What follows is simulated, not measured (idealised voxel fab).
voxel capacitor over wiring: a process module
Xsec cut, 150 nm wide, square cell size 5 nm.
Heads up, the way a cross-section reads in here is a grid of square cells, handed over as bands from the top down, with every band being one or more rows of cells.
The entry gives the band's vertical extent as a top height and a bottom height in nm, then its horizontal make-up as materials from left to right, each with a width in nm. "air" stands for empty space; a single material marked "edge to edge" fills the band edge to edge.
Measure heights from 0. That's the level where, below it, the as-received wafer is all one material. The lowest band is bottomless and extends downward; write it as in "0..down".
With a width like "30 to 40", each row of cells in the band differs from the next by the same amount, the top row carrying the first number and the bottom row the second.
"all unchanged" -> step changed no cross-section cell.
Listed in "Catalogued sealed voids": every empty space of 8 or more cells without an open way to the top. Form: width x height at distance, the distance being from the left edge, all in nm.
Formally, on a step line, whatever follows the settings is a remark that the simulator itself makes on the step.
When a step includes a mask, the "overlay nm" setting on its line states how far to the right of its planned place that mask lay, and negative values state how far to the left.
[Below is the list of planned process steps]
1) RECEIVE | material Si
2) CONFORMAL_DEP | material SiO2 | thk nm 10
3) DIRECTIONAL_DEP | material TiN | thk nm 5
4) DIRECTIONAL_DEP | material W | thk nm 15
5) MASKED_ETCH | tone cover | mask id METAL_1 | width nm 30 | pitch nm 90 | etch materials W | depth nm 15 | overlay nm 0
6) MASKED_ETCH | tone cover | mask id METAL_1 | width nm 30 | pitch nm 90 | etch materials TiN | depth nm 5 | overlay nm 0
7) CONFORMAL_DEP | material SiN | thk nm 5
8) FILL_DEP | material SiO2 | thk nm 5
9) CMP | height nm 30
10) CONFORMAL_DEP | material SiCN | thk nm 5
11) DIRECTIONAL_DEP | material SiO2 | thk nm 10
12) MASKED_ETCH | tone open | mask id PLUG_1 | width nm 15 | etch materials SiO2 | depth nm 10 | overlay nm 0
13) MASKED_ETCH | tone open | mask id PLUG_1 | width nm 15 | etch materials SiCN | depth nm 5 | overlay nm 0
14) EPI | material Ru | thk nm 10
15) EPI | material Ru | thk nm 5
16) DIRECTIONAL_DEP | material TiN | thk nm 5
17) DIRECTIONAL_DEP | material Al2O3 | thk nm 5
18) DIRECTIONAL_DEP | material TiN | thk nm 10
19) DIRECTIONAL_DEP | material aC | thk nm 10
20) PATTERN | tone cover | mask id UPPER_PLATE | material resist | width nm 65 | thk nm 30 | overlay nm 0
21) DIRECTIONAL_ETCH | etch materials aC | depth nm 10
22) STRIP | etch materials resist
23) DIRECTIONAL_ETCH | etch materials TiN | depth nm 10
24) DIRECTIONAL_ETCH | etch materials Al2O3 | depth nm 5
25) STRIP | etch materials aC
26) DIRECTIONAL_DEP | material aC | thk nm 10
27) PATTERN | tone cover | mask id LOWER_PLATE | material resist | width nm 75 | thk nm 30 | overlay nm 0
28) DIRECTIONAL_ETCH | etch materials aC | depth nm 10
29) STRIP | etch materials resist
30) DIRECTIONAL_ETCH | etch materials TiN | depth nm 5
31) STRIP | etch materials aC
32) FILL_DEP | material SiO2 | thk nm 20
33) CMP | height nm 80
34) MASKED_ETCH | tone open | mask id PLUG_2 | width nm 15 | etch materials SiO2 | depth nm 15 | overlay nm 0
35) CONFORMAL_DEP | material TiN | thk nm 5
36) FILL_DEP | material W | thk nm 5
37) CMP | height nm 80
38) CONFORMAL_DEP | material SiN | thk nm 5
[As received (post step 1): cross-section]
    0..down | Si edge to edge
    Catalogued sealed voids: none
[End-of-module cross-section of the first of two wafers, processed as planned]
    85..80 | SiN edge to edge
    80..70 | SiO2=40; TiN=5; W=5; TiN=5; SiO2=95
    70..65 | SiO2=40; TiN=15; SiO2=95
    65..55 | SiO2=30; TiN=65; SiO2=55
    55..50 | SiO2=30; Al2O3=65; SiO2=55
    50..45 | SiO2=25; TiN=75; SiO2=50
    45..35 | SiO2=30; Ru=15; SiO2=105
    35..30 | SiCN=30; Ru=15; SiCN=105
    30..15 | SiO2=10; SiN=5; W=30; SiN=5; SiO2=50; SiN=5; W=30; SiN=5; SiO2=10
    15..10 | SiN=15; TiN=30; SiN=60; TiN=30; SiN=15
    10..0 | SiO2 edge to edge
    0..down | Si edge to edge
    Catalogued sealed voids: none
[Wafer two cross-section, module end. Start and plan unchanged from wafer one; one mistake made during the run]
    85..80 | SiN edge to edge
    80..70 | SiO2=40; TiN=5; W=5; TiN=5; SiO2=95
    70..65 | SiO2=40; TiN=15; SiO2=95
    65..55 | SiO2=30; TiN=65; SiO2=55
    55..50 | SiO2=30; Al2O3=65; SiO2=55
    50..45 | SiO2=25; TiN=75; SiO2=50
    45..35 | SiO2=25; Ru=15; SiO2=110
    35..30 | SiCN=30; Ru=10; SiCN=110
    30..15 | SiO2=10; SiN=5; W=30; SiN=5; SiO2=50; SiN=5; W=30; SiN=5; SiO2=10
    15..10 | SiN=15; TiN=30; SiN=60; TiN=30; SiN=15
    10..0 | SiO2 edge to edge
    0..down | Si edge to edge
    Catalogued sealed voids: none
Misprocessing identified: so step 12 ended up running with a different setting than we planned, it ran as MASKED_ETCH | tone open | mask id PLUG_1 | width nm 15 | etch materials SiO2 | depth nm 10 | overlay nm -5
Materials where the second wafer ends with more or fewer cells than the first: 1 fewer of Ru | 1 more of SiCN
